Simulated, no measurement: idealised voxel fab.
process module | voxel local oxidation
cross-section cut | 245 nm wide | cells 5 nm
A cross-section is a grid of square cells, given in bands from the top down. A band is one or more rows of cells.
Each band's line starts with the height of the band's top and of its bottom, in nm. Then come its materials from left to right, each with its width in nm. One material with "throughout" fills the band from edge to edge. "air" is empty space.
Height 0 is the level under which the wafer as received is all one material. The lowest band goes on downwards, as in "0 down".
A width such as "30 to 40" changes by the same amount from each row of cells to the next, from the band's top row to its bottom row.
"no change" after a step means that no cell of the cross-section changed.
closed voids: empty space of 8 cells or more with no open way to the top, each as width x height at its distance from the left edge, in nm
after a step's settings: what the simulator itself notes on the step
overlay nm, on a step with a mask: how far to the right of its planned place the mask lay; to the left if negative
plan
1 op RECEIVE | material Si
2 op OXIDIZE | depth nm 5
3 op CONFORMAL_DEP | material SiN | thk nm 15
4 op DIRECTIONAL_DEP | material aC | thk nm 15
5 op PATTERN | tone cover | mask id ACTIVE | material resist | width nm 105 | thk nm 30 | overlay nm 0
6 op DIRECTIONAL_ETCH | etch materials aC | depth nm 15
7 op STRIP | etch materials resist
8 op DIRECTIONAL_ETCH | etch materials SiN | depth nm 15
9 op STRIP | etch materials aC
10 op SELECTIVE_ETCH | etch materials SiO2 | depth nm 5
11 op OXIDIZE | depth nm 15
12 op STRIP | etch materials SiN
as received, after step 1
  0 down: Si throughout
  closed voids: none
a wafer at the end: this start, this plan, one mistake
  0 to -5: air 70 | SiO2 95 | air 80
  -5 to -20: SiO2 85 | Si 65 | SiO2 95
  -20 down: Si throughout
  closed voids: none
what went wrong: step 5 ran as: op PATTERN | tone cover | mask id ACTIVE | material resist | width nm 105 | thk nm 30 | overlay nm -5
